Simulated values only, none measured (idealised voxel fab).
voxel transistor to metal: a process module
The cross-section shown here is cut; it is 170 nm wide and divided into square cells measuring 5 nm on a side.
In this document a cross-section is written as a grid of square cells. It is given as a series of bands, listed from the top down, and a band is one or more rows of cells.
What a band's entry tells you: where the top is and where the bottom is, as heights in nm, and after that what lies inside, material by material from left to right, each with its width in nm. Empty space is written as the word "empty", and a single material marked with the word "throughout" occupies the band from edge to edge.
Where do heights start? At 0: under that level the wafer as delivered is made of one material only. And the lowest band has no floor; it just carries on downward, as in "z 0 and below".
It should be noted that a width expressed as "30..40" varies in equal increments from row to row of cells within the band, taking the value of the first number at the top row and that of the second number at the bottom row.
A step reported as "no alterations made" is a step in which no cell of the cross-section changed.
You'll see "Voids, sealed" listing empty spaces that have no way open to the top, as long as they're 8 cells or more; the notation is width x height at distance, where the distance is from the left edge, and all of it is in nm.
On each step's line, the part that comes after the settings is the simulator's own comment on the step.
A step's line can hold "overlay nm"; with a mask on that step, the setting says how far right of the planned place the mask lay, while a negative setting says it lay to the left.
From here on the document is pairs. In a pair, the cross-section before one process step comes with the cross-section after it, and the latter goes no deeper than the lowest band that changed. What lies in between, the step and its settings, is written under the pair. A pair may be from a different run of this module on the same starting wafer than the pair above it, so it continues from that pair only where its entry headed "Status quo ante" says so.
STATUS QUO ANTE
	z 60 to 55  35 nm empty, then 25 nm Ru, then 45 nm empty, then 25 nm Ru, then 40 nm empty
	z 55 to 35  40 nm lowk, then 5 nm TiN, then 5 nm W, then 5 nm TiN, then 55 nm lowk, then 5 nm TiN, then 5 nm W, then 5 nm TiN, then 45 nm lowk
	z 35 to 30  40 nm SiN, then 15 nm TiN, then 55 nm SiN, then 15 nm TiN, then 45 nm SiN
	z 30 to 15  40 nm SiO2, then 5 nm TiN, then 5 nm W, then 5 nm TiN, then 55 nm SiO2, then 5 nm TiN, then 5 nm W, then 5 nm TiN, then 45 nm SiO2
	z 15 to 10  40 nm SiO2, then 15 nm TiN, then 10 nm SiN, then 5 nm HfO2, then 5 nm TiN, then 15 nm W, then 5 nm TiN, then 5 nm HfO2, then 10 nm SiN, then 15 nm TiN, then 45 nm SiO2
	z 10 to 0  35 nm SiCN, then 5 nm SiO2, then 10 nm SiN, then 5 nm TiN, then 10 nm SiN, then 5 nm HfO2, then 5 nm TiN, then 15 nm W, then 5 nm TiN, then 5 nm HfO2, then 10 nm SiN, then 5 nm TiN, then 10 nm SiN, then 5 nm SiO2, then 40 nm SiCN
	z 0 to -5  35 nm SiCN, then 5 nm SiO2, then 10 nm SiN, then 5 nm TiN, then 10 nm SiN, then 5 nm HfO2, then 25 nm TiN, then 5 nm HfO2, then 10 nm SiN, then 5 nm TiN, then 10 nm SiN, then 5 nm SiO2, then 40 nm SiCN
	z -5 to -10  35 nm SiCN, then 15 nm SiO2, then 5 nm pSi, then 10 nm SiO2, then 35 nm HfO2, then 10 nm SiO2, then 5 nm pSi, then 15 nm SiO2, then 40 nm SiCN
	z -10 to -40  35 nm SiCN, then 5 nm SiO2, then 85 nm Si, then 5 nm SiO2, then 40 nm SiCN
	z -40 to -45  40 nm SiO2, then 85 nm Si, then 45 nm SiO2
	z -45 and below  Si throughout
	Voids, sealed: none
STEP RESULT
	z 65 to 60  SiCN throughout
	z 60 to 55  35 nm SiCN, then 25 nm Ru, then 45 nm SiCN, then 25 nm Ru, then 40 nm SiCN
	Heights below 55 show no change.
	Voids, sealed: none
Between the two cross-sections you see above, the step is FILL_DEP,material SiCN,thk nm 5
STATUS QUO ANTE
	z 30 to 15  SiO2 throughout
	z 15 to 0  55 nm SiO2, then 10 nm SiN, then 5 nm HfO2, then 5 nm TiN, then 15 nm W, then 5 nm TiN, then 5 nm HfO2, then 10 nm SiN, then 60 nm SiO2
	z 0 to -5  55 nm SiO2, then 10 nm SiN, then 5 nm HfO2, then 25 nm TiN, then 5 nm HfO2, then 10 nm SiN, then 60 nm SiO2
	z -5 to -10  35 nm SiO2, then 20 nm pSi, then 10 nm SiO2, then 35 nm HfO2, then 10 nm SiO2, then 20 nm pSi, then 40 nm SiO2
	z -10 to -45  40 nm SiO2, then 85 nm Si, then 45 nm SiO2
	z -45 and below  Si throughout
	Voids, sealed: none
STEP RESULT
	z 30 to 15  40 nm empty, then 15 nm SiO2, then 55 nm empty, then 15 nm SiO2, then 45 nm empty
	z 15 to 0  40 nm empty, then 15 nm SiO2, then 10 nm SiN, then 5 nm HfO2, then 5 nm TiN, then 15 nm W, then 5 nm TiN, then 5 nm HfO2, then 10 nm SiN, then 15 nm SiO2, then 45 nm empty
	z 0 to -5  40 nm empty, then 15 nm SiO2, then 10 nm SiN, then 5 nm HfO2, then 25 nm TiN, then 5 nm HfO2, then 10 nm SiN, then 15 nm SiO2, then 45 nm empty
	Heights below -5 show no change.
	Voids, sealed: none
Between the two cross-sections you see above, the step is MASKED_ETCH,tone cover,mask id CONTACT,width nm 15,pitch nm 70,etch materials SiO2,depth nm 35,overlay nm 0
Status quo ante: Reference is made to the cross-section shown after the step in the pair directly above, which represents the state prior to this step.
STEP RESULT
	z 35 to 30  35 nm empty, then 25 nm TiN, then 45 nm empty, then 25 nm TiN, then 40 nm empty
	z 30 to 20  35 nm empty, then 5 nm TiN, then 15 nm SiO2, then 5 nm TiN, then 45 nm empty, then 5 nm TiN, then 15 nm SiO2, then 5 nm TiN, then 40 nm empty
	z 20 to 15  35 nm empty, then 5 nm TiN, then 15 nm SiO2, then 55 nm TiN, then 15 nm SiO2, then 5 nm TiN, then 40 nm empty
	z 15 to 0  35 nm empty, then 5 nm TiN, then 15 nm SiO2, then 10 nm SiN, then 5 nm HfO2, then 5 nm TiN, then 15 nm W, then 5 nm TiN, then 5 nm HfO2, then 10 nm SiN, then 15 nm SiO2, then 5 nm TiN, then 40 nm empty
	z 0 to -5  40 nm TiN, then 15 nm SiO2, then 10 nm SiN, then 5 nm HfO2, then 25 nm TiN, then 5 nm HfO2, then 10 nm SiN, then 15 nm SiO2, then 45 nm TiN
	Heights below -5 show no change.
	Voids, sealed: none
Between the two cross-sections you see above, the step is CONFORMAL_DEP,material TiN,thk nm 5
Status quo ante: Reference is made to the cross-section shown after the step in the pair directly above, which represents the state prior to this step.
STEP RESULT
	z 45 to 35  W throughout
	z 35 to 30  35 nm W, then 25 nm TiN, then 45 nm W, then 25 nm TiN, then 40 nm W
	z 30 to 20  35 nm W, then 5 nm TiN, then 15 nm SiO2, then 5 nm TiN, then 45 nm W, then 5 nm TiN, then 15 nm SiO2, then 5 nm TiN, then 40 nm W
	z 20 to 15  35 nm W, then 5 nm TiN, then 15 nm SiO2, then 55 nm TiN, then 15 nm SiO2, then 5 nm TiN, then 40 nm W
	z 15 to 0  35 nm W, then 5 nm TiN, then 15 nm SiO2, then 10 nm SiN, then 5 nm HfO2, then 5 nm TiN, then 15 nm W, then 5 nm TiN, then 5 nm HfO2, then 10 nm SiN, then 15 nm SiO2, then 5 nm TiN, then 40 nm W
	Heights below 0 show no change.
	Voids, sealed: none
Between the two cross-sections you see above, the step is FILL_DEP,material W,thk nm 10
Status quo ante: Reference is made to the cross-section shown after the step in the pair directly above, which represents the state prior to this step.
STEP RESULT
	z 30 to 20  35 nm W, then 5 nm TiN, then 15 nm SiO2, then 5 nm TiN, then 45 nm W, then 5 nm TiN, then 15 nm SiO2, then 5 nm TiN, then 40 nm W
	Heights below 20 show no change.
	Voids, sealed: none
Between the two cross-sections you see above, the step is CMP,height nm 30
Status quo ante: Reference is made to the cross-section shown after the step in the pair directly above, which represents the state prior to this step.
STEP RESULT
	z 35 to 30  SiN throughout
	Heights below 30 show no change.
	Voids, sealed: none
Between the two cross-sections you see above, the step is CONFORMAL_DEP,material SiN,thk nm 5
Status quo ante: Reference is made to the cross-section shown after the step in the pair directly above, which represents the state prior to this step.
STEP RESULT
	z 55 to 35  lowk throughout
	Heights below 35 show no change.
	Voids, sealed: none
Between the two cross-sections you see above, the step is DIRECTIONAL_DEP,material lowk,thk nm 20
Status quo ante: Reference is made to the cross-section shown after the step in the pair directly above, which represents the state prior to this step.
STEP RESULT
	z 55 to 35  40 nm lowk, then 15 nm empty, then 55 nm lowk, then 15 nm empty, then 45 nm lowk
	Heights below 35 show no change.
	Voids, sealed: none
Between the two cross-sections you see above, the step is MASKED_ETCH,tone open,mask id METAL_1,width nm 15,pitch nm 70,etch materials lowk,depth nm 20,overlay nm 0
Status quo ante: Reference is made to the cross-section shown after the step in the pair directly above, which represents the state prior to this step.
STEP RESULT
	z 55 to 35  40 nm lowk, then 15 nm empty, then 55 nm lowk, then 15 nm empty, then 45 nm lowk
	z 35 to 30  40 nm SiN, then 15 nm empty, then 55 nm SiN, then 15 nm empty, then 45 nm SiN
	Heights below 30 show no change.
	Voids, sealed: none
Between the two cross-sections you see above, the step is MASKED_ETCH,tone open,mask id METAL_1,width nm 15,pitch nm 70,etch materials SiN,depth nm 5,overlay nm 0
Status quo ante: Reference is made to the cross-section shown after the step in the pair directly above, which represents the state prior to this step.
STEP RESULT
	z 60 to 55  45 nm TiN, then 5 nm empty, then 65 nm TiN, then 5 nm empty, then 50 nm TiN
	z 55 to 35  40 nm lowk, then 5 nm TiN, then 5 nm empty, then 5 nm TiN, then 55 nm lowk, then 5 nm TiN, then 5 nm empty, then 5 nm TiN, then 45 nm lowk
	z 35 to 30  40 nm SiN, then 15 nm TiN, then 55 nm SiN, then 15 nm TiN, then 45 nm SiN
	Heights below 30 show no change.
	Voids, sealed: none
Between the two cross-sections you see above, the step is CONFORMAL_DEP,material TiN,thk nm 5
Status quo ante: Reference is made to the cross-section shown after the step in the pair directly above, which represents the state prior to this step.
STEP RESULT
	z 65 to 60  W throughout
	z 60 to 55  45 nm TiN, then 5 nm W, then 65 nm TiN, then 5 nm W, then 50 nm TiN
	z 55 to 35  40 nm lowk, then 5 nm TiN, then 5 nm W, then 5 nm TiN, then 55 nm lowk, then 5 nm TiN, then 5 nm W, then 5 nm TiN, then 45 nm lowk
	Heights below 35 show no change.
	Voids, sealed: none
Between the two cross-sections you see above, the step is FILL_DEP,material W,thk nm 5
Status quo ante: Reference is made to the cross-section shown after the step in the pair directly above, which represents the state prior to this step.
STEP RESULT
	z 55 to 35  40 nm lowk, then 5 nm TiN, then 5 nm W, then 5 nm TiN, then 55 nm lowk, then 5 nm TiN, then 5 nm W, then 5 nm TiN, then 45 nm lowk
	Heights below 35 show no change.
	Voids, sealed: none
Between the two cross-sections you see above, the step is CMP,height nm 55
Status quo ante: Reference is made to the cross-section shown after the step in the pair directly above, which represents the state prior to this step.
STEP RESULT
	z 60 to 55  35 nm empty, then 25 nm Ru, then 45 nm empty, then 25 nm Ru, then 40 nm empty
	Heights below 55 show no change.
	Voids, sealed: none
Between the two cross-sections you see above, the step is EPI,material Ru,thk nm 5
Status quo ante: Reference is made to the cross-section shown after the step in the pair directly above, which represents the state prior to this step.
STEP RESULT
	z 65 to 60  SiCN throughout
	z 60 to 55  35 nm SiCN, then 25 nm Ru, then 45 nm SiCN, then 25 nm Ru, then 40 nm SiCN
	Heights below 55 show no change.
	Voids, sealed: none
Between the two cross-sections you see above, the step is FILL_DEP,material SiCN,thk nm 5
